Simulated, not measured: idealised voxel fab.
This section sets out a process module, namely voxel spacer lines.
It is cross-section cut that appears here, measuring 265 nm in width, its square cells being 5 nm in size.
A cross-section is a grid of square cells, given in bands from the top down. A band is one or more rows of cells.
It is stipulated that each band's entry specify, in nanometres, the height of the top of the band and then that of its bottom, followed by the materials of the band in left-to-right sequence, each together with its width in nanometres. A single material marked by the word "full width" is understood to fill the band from edge to edge; the word "empty" is understood to denote empty space.
Heads up on the height convention: 0 is the point under which the incoming wafer is all one material, and the lowest band has no bottom, it just keeps going down, like "top 0, no bottom".
Think of "30->40" as a width that walks from the first number to the second as you go down the band, top row to bottom row, taking equal-sized steps from row to row.
Basically "remained the same" means that step didn't change any cell in the cross-section.
"Catalogued sealed voids" means: voids of 8 cells or more that are shut off from the top with no open way through. Written width x height at distance, distance from the left edge, in nm.
On each step's line, the part that comes after the settings is the simulator's own comment on the step.
overlay nm: for a step with a mask, the amount by which the mask lay right of where it was planned; a negative amount means left of it.

List of planned process steps
1: RECEIVE | material Si
2: CONFORMAL_DEP | material Al2O3 | thk nm 5
3: DIRECTIONAL_DEP | material W | thk nm 20
4: DIRECTIONAL_DEP | material polySi | thk nm 25
5: PATTERN | tone cover | mask id MANDREL | material resist | width nm 25 | pitch nm 80 | thk nm 30 | overlay nm -15
6: DIRECTIONAL_ETCH | etch materials polySi | depth nm 25
7: STRIP | etch materials resist
8: CONFORMAL_DEP | material SiN | thk nm 15
9: DIRECTIONAL_ETCH | etch materials SiN | depth nm 15
10: STRIP | etch materials polySi
11: DIRECTIONAL_ETCH | etch materials W | depth nm 20
12: STRIP | etch materials SiN
13: FILL_DEP | material SiO2 | thk nm 5
14: CMP | height nm 25
Heads up: all these wafers start the same, and what changes between them is the overlay nm in step 5. The value you see in the plan is just what the first wafer got.

Cut through the first of several wafers as received, post step 1
	top 0, no bottom: Si full width
	Catalogued sealed voids: none

The rows of the table below are wafers. Looking at the end of the module, a row counts, for every material, the cells the wafer has gained, shown as (+), or lost, shown as (-), since it was received; its closed voids come next
overlay nm -15, +53 Al2O3, +140 SiO2, +72 W, Catalogued sealed voids: none
overlay nm -10, +53 Al2O3, +140 SiO2, +72 W, Catalogued sealed voids: none
overlay nm -5, +53 Al2O3, +140 SiO2, +72 W, Catalogued sealed voids: none
overlay nm 0, +53 Al2O3, +140 SiO2, +72 W, Catalogued sealed voids: none
overlay nm 5, +53 Al2O3, +140 SiO2, +72 W, Catalogued sealed voids: none
overlay nm 10, +53 Al2O3, +140 SiO2, +72 W, Catalogued sealed voids: none
overlay nm 15, +53 Al2O3, +140 SiO2, +72 W, Catalogued sealed voids: none
